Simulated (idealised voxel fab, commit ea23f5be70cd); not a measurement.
Process module name: voxel capacitor over wiring
In the cross-section labelled cut, the width is 275 nm and each square cell is 5 nm.
Cross-section spec: square-cell grid; bands listed top down; each band is one or more rows. For a band, the entry starts with two heights in nm, that of the top and then that of the bottom, and carries on with the band's materials in order from left to right, each alongside its width in nm; the word "throughout" beside a single material means it fills the band edge to edge, and "blank" means empty space. For the purposes of this specification, 0 denotes the height below which the wafer in its as-received condition is composed wholly of one material, and the lowermost band, lacking a lower limit, extends downward without end, as expressed in "0 down". Think of "30->40" as a width that walks from the first number to the second as you go down the band, top row to bottom row, taking equal-sized steps from row to row. "same as before", as given for a step, is the statement that not any cell of the cross-section underwent a change during that step. Basically, "Sealed void list" tells you about the enclosed voids: empty spaces with no open way to the top, 8 cells or bigger, each written width x height at distance, where distance is from the left edge, all in nm. Note: text after step settings on the step line = simulator remark on that step. What "overlay nm" on a step's line means: if the step has a mask, that mask lay this far to the right of its planned place, or, when the value is negative, to the left.

# So here's the lineup of process steps we planned
1. RECEIVE [material Si]
2. CONFORMAL_DEP [material SiO2] [thk nm 10]
3. DIRECTIONAL_DEP [material TiN] [thk nm 5]
4. DIRECTIONAL_DEP [material W] [thk nm 15]
5. DIRECTIONAL_DEP [material aC] [thk nm 15]
6. PATTERN [tone cover] [mask id METAL_1] [material resist] [width nm 25] [pitch nm 80] [thk nm 35] [overlay nm 0]
7. DIRECTIONAL_ETCH [etch materials aC] [depth nm 15]
8. STRIP [etch materials resist]
9. DIRECTIONAL_ETCH [etch materials W] [depth nm 15]
10. DIRECTIONAL_ETCH [etch materials TiN] [depth nm 5]
11. STRIP [etch materials aC]
12. CONFORMAL_DEP [material SiCN] [thk nm 5]
13. FILL_DEP [material SiO2] [thk nm 10]
14. CMP [height nm 30]
15. CONFORMAL_DEP [material SiCN] [thk nm 5]
16. DIRECTIONAL_DEP [material SiO2] [thk nm 10]
17. MASKED_ETCH [tone open] [mask id PLUG_1] [width nm 15] [etch materials SiO2] [depth nm 10] [overlay nm 0]
18. MASKED_ETCH [tone open] [mask id PLUG_1] [width nm 15] [etch materials SiCN] [depth nm 5] [overlay nm 0]
19. EPI [material Ru] [thk nm 10]
20. EPI [material Ru] [thk nm 5]
21. DIRECTIONAL_DEP [material TiN] [thk nm 10]
22. DIRECTIONAL_DEP [material HfO2] [thk nm 5]
23. DIRECTIONAL_DEP [material TiN] [thk nm 5]
24. DIRECTIONAL_DEP [material aC] [thk nm 15]
25. PATTERN [tone cover] [mask id UPPER_PLATE] [material resist] [width nm 60] [thk nm 30] [overlay nm 0]
26. DIRECTIONAL_ETCH [etch materials aC] [depth nm 15]
27. STRIP [etch materials resist]
28. DIRECTIONAL_ETCH [etch materials TiN] [depth nm 5]
29. DIRECTIONAL_ETCH [etch materials HfO2] [depth nm 5]
30. STRIP [etch materials aC]
31. MASKED_ETCH [tone cover] [mask id LOWER_PLATE] [width nm 70] [etch materials TiN] [depth nm 10] [overlay nm 0]
32. FILL_DEP [material SiO2] [thk nm 20]
33. CMP [height nm 80]
34. DIRECTIONAL_DEP [material aC] [thk nm 10]
35. PATTERN [tone open] [mask id PLUG_2] [material resist] [width nm 15] [thk nm 30] [overlay nm 0]
36. DIRECTIONAL_ETCH [etch materials aC] [depth nm 10]
37. STRIP [etch materials resist]
38. DIRECTIONAL_ETCH [etch materials SiO2] [depth nm 15]
39. STRIP [etch materials aC]
40. CONFORMAL_DEP [material TiN] [thk nm 5]
41. FILL_DEP [material W] [thk nm 5]
42. CMP [height nm 80]
43. CONFORMAL_DEP [material SiCN] [thk nm 5]

# As-received state of the wafer in cross-section, equivalent to post-step 1
* 0 down  Si throughout
* Sealed void list: none

# Look at the cross-section after the module: the wafer started out the way shown above and the plan was the one shown above, yet one mistake was made along the way
* 85 to 80  SiCN throughout
* 80 to 70  SiO2 105  TiN 5  W 5  TiN 5  SiO2 155
* 70 to 60  SiO2 105->95  TiN 15->60  SiO2 155->120
* 60 to 55  Ru throughout
* 55 to 45  TiN throughout
* 45 to 35  SiO2 95  Ru 15  SiO2 165
* 35 to 30  SiCN 95  Ru 15  SiCN 165
* 30 to 15  SiO2 80  SiCN 5  W 25  SiCN 5  SiO2 45  SiCN 5  W 25  SiCN 5  SiO2 80
* 15 to 10  SiCN 85  TiN 25  SiCN 55  TiN 25  SiCN 85
* 10 to 0  SiO2 throughout
* 0 down  Si throughout
* Sealed void list: none
It is concluded that the wafer was processed incorrectly with respect to the plan, in that the process deviated at step 22: the operation and settings actually run there were DIRECTIONAL_DEP [material Ru] [thk nm 5]
